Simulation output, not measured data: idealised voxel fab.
Process module name: voxel self aligned vias
280 nm wide, 5 nm square cells: that's cross-section cut.
Heads up, the way a cross-section reads in here is a grid of square cells, handed over as bands from the top down, with every band being one or more rows of cells.
Within each band entry, the heights of the top and of the bottom of the band appear first, in that order and in nm; the materials of the band then follow from left to right, each with its corresponding width in nm. The designation "everywhere" on a single material indicates that it fills the band from edge to edge; the designation "blank" indicates empty space.
Height is counted from the level 0, under which the received wafer is composed throughout of one material. The lowest of the bands is not closed at the bottom but continues downward, in the notation "0 -> down".
Top row gets the first number, bottom row gets the second, and each row in between changes by the same step: that is how a band width like "30..40" works.
"remains unaltered", as given for a step, is the statement that not any cell of the cross-section underwent a change during that step.
For the entry "Closed void catalog", the listed items are empty spaces with no open way to the top whose size is 8 cells or more; each item follows the pattern width x height at distance, where distance is from the left edge and all three are in nm.
If you see something after the settings on a step's line, that's the simulator's own remark about that step.
The setting "overlay nm" may be written on the line of a step. When the step uses a mask, the value reports how far to the right of the planned place the mask lay, and a negative value reports that it lay to the left.

These are the steps we planned for the process
- 1: RECEIVE, material Si
- 2: CONFORMAL_DEP, material SiO2, thk nm 15
- 3: CONFORMAL_DEP, material SiCN, thk nm 5
- 4: DIRECTIONAL_DEP, material lowk, thk nm 30
- 5: MASKED_ETCH, tone open, mask id LINES, width nm 25, pitch nm 65, etch materials lowk, depth nm 30, overlay nm 0
- 6: CONFORMAL_DEP, material TiN, thk nm 5
- 7: FILL_DEP, material Ru, thk nm 5
- 8: CMP, height nm 50
- 9: SELECTIVE_ETCH, etch materials W Ru TiN, depth nm 10
- 10: FILL_DEP, material SiN, thk nm 5
- 11: CMP, height nm 40
- 12: DIRECTIONAL_DEP, material lowk, thk nm 20
- 13: PATTERN, tone open, mask id VIAS, material resist, width nm 45, pitch nm 130, thk nm 15, overlay nm 0
- 14: DIRECTIONAL_ETCH, etch materials lowk, depth nm 20
- 15: DIRECTIONAL_ETCH, etch materials SiN, depth nm 10
- 16: STRIP, etch materials resist
- 17: CONFORMAL_DEP, material TiN, thk nm 5
- 18: FILL_DEP, material Ru, thk nm 5
- 19: CMP, height nm 70
- 20: CONFORMAL_DEP, material SiN, thk nm 5
The height nm used in step 11 is not the same on every wafer, whereas the starting condition is; the value printed in the plan is the first wafer's.

So this is the first of several wafers, cross-sectioned as it came to us, meaning it's at the end of step 1
  0 -> down = Si everywhere
  Closed void catalog: none

For your reference, the table is organized with a row per wafer; each row reflects the wafer at the end of the module, indicating for each material the cells gained (+) or lost (-) since receipt, and thereafter its closed voids
height nm 40 | +139 Ru | +56 SiCN | +56 SiN | +168 SiO2 | +105 TiN | +316 lowk | Closed void catalog: none
height nm 45 | +89 Ru | +56 SiCN | +61 SiN | +168 SiO2 | +109 TiN | +357 lowk | Closed void catalog: none
height nm 50 | +81 Ru | +56 SiCN | +66 SiN | +168 SiO2 | +71 TiN | +398 lowk | Closed void catalog: none
height nm 55 | +75 Ru | +56 SiCN | +114 SiN | +168 SiO2 | +67 TiN | +360 lowk | Closed void catalog: none
